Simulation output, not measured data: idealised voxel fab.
This section sets out a process module, namely voxel self aligned vias.
In the cross-section labelled cut, the width is 260 nm and each square cell is 5 nm.
Throughout this document, each cross-section is represented as a grid of square cells and is presented as a sequence of bands enumerated from the top downward, where a band comprises one or more rows of cells. For a band, the entry starts with two heights in nm, that of the top and then that of the bottom, and carries on with the band's materials in order from left to right, each alongside its width in nm; the word "throughout" beside a single material means it fills the band edge to edge, and "blank" means empty space. Heights from 0 (as-received wafer is one material below). Bottom band endless downward, as "from 0 down". Graded width ("30 to 40"): value in top row of band = first number; value in bottom row = second number; row-to-row change constant. Take "no alteration" at face value: in the step it is given for, the cross-section changed in none of its cells. Basically, "Closed voids list" tells you about the enclosed voids: empty spaces with no open way to the top, 8 cells or bigger, each written width x height at distance, where distance is from the left edge, all in nm. Past the settings on a step's line: simulator remark, on that step. overlay nm, on a step with a mask: how far to the right of its planned place the mask lay; to the left if negative.
-- This section lists the process steps that were planned
step 1: RECEIVE: material Si
step 2: CONFORMAL_DEP: material SiO2, thk nm 10
step 3: CONFORMAL_DEP: material SiCN, thk nm 5
step 4: DIRECTIONAL_DEP: material lowk, thk nm 20
step 5: DIRECTIONAL_DEP: material aC, thk nm 15
step 6: PATTERN: tone open, mask id LINES, material resist, width nm 25, pitch nm 75, thk nm 35, overlay nm 0
step 7: DIRECTIONAL_ETCH: etch materials aC, depth nm 15
step 8: STRIP: etch materials resist
step 9: DIRECTIONAL_ETCH: etch materials lowk, depth nm 20
step 10: STRIP: etch materials aC
step 11: CONFORMAL_DEP: material TiN, thk nm 5
step 12: FILL_DEP: material W, thk nm 10
step 13: CMP: height nm 35
step 14: SELECTIVE_ETCH: etch materials W Ru TiN, depth nm 5
step 15: FILL_DEP: material SiN, thk nm 10
step 16: CMP: height nm 35
step 17: DIRECTIONAL_DEP: material lowk, thk nm 15
step 18: MASKED_ETCH: tone open, mask id VIAS, width nm 45, etch materials lowk, depth nm 15, overlay nm 0
step 19: MASKED_ETCH: tone open, mask id VIAS, width nm 45, etch materials SiN, depth nm 5, overlay nm 0
step 20: CONFORMAL_DEP: material TiN, thk nm 5
step 21: FILL_DEP: material Cu, thk nm 5
step 22: CMP: height nm 50
step 23: CONFORMAL_DEP: material SiN, thk nm 5
-- This is the cross-section of the wafer as we received it, i.e. after step 1
* from 0 down | Si throughout
* Closed voids list: none
-- First of two wafers at the end of the module, shown in cross-section; run carried out as planned
* from 55 to 50 | SiN throughout
* from 50 to 40 | lowk=70  TiN=5  Cu=35  TiN=5  lowk=145
* from 40 to 35 | lowk=70  TiN=15  Cu=15  TiN=15  lowk=145
* from 35 to 30 | lowk=80  TiN=25  lowk=50  SiN=25  lowk=80
* from 30 to 20 | lowk=80  TiN=5  W=15  TiN=5  lowk=50  TiN=5  W=15  TiN=5  lowk=80
* from 20 to 15 | lowk=80  TiN=25  lowk=50  TiN=25  lowk=80
* from 15 to 10 | SiCN throughout
* from 10 to 0 | SiO2 throughout
* from 0 down | Si throughout
* Closed voids list: none
-- Here's the second of our two wafers sectioned at module end. Same start as the first, same plan, but one mistake got made running it
* from 55 to 50 | SiN throughout
* from 50 to 40 | lowk=70  TiN=5  Cu=35  TiN=5  lowk=145
* from 40 to 35 | lowk=70  TiN=20  Cu=5  TiN=20  lowk=145
* from 35 to 30 | lowk=85  TiN=15  lowk=60  SiN=15  lowk=85
* from 30 to 20 | lowk=85  TiN=5  W=5  TiN=5  lowk=60  TiN=5  W=5  TiN=5  lowk=85
* from 20 to 15 | lowk=85  TiN=15  lowk=60  TiN=15  lowk=85
* from 15 to 10 | SiCN throughout
* from 10 to 0 | SiO2 throughout
* from 0 down | Si throughout
* Closed voids list: none
Deviation noted in wafer processing: not per plan at step 6, really ran PATTERN: tone open, mask id LINES, material resist, width nm 15, pitch nm 75, thk nm 35, overlay nm 0
Once processing is complete, comparing cell counts shows that the second wafer has more or fewer of certain materials than the first: Cu: 2 fewer | SiN: 2 fewer | TiN: 4 fewer | W: 8 fewer | lowk: 16 more
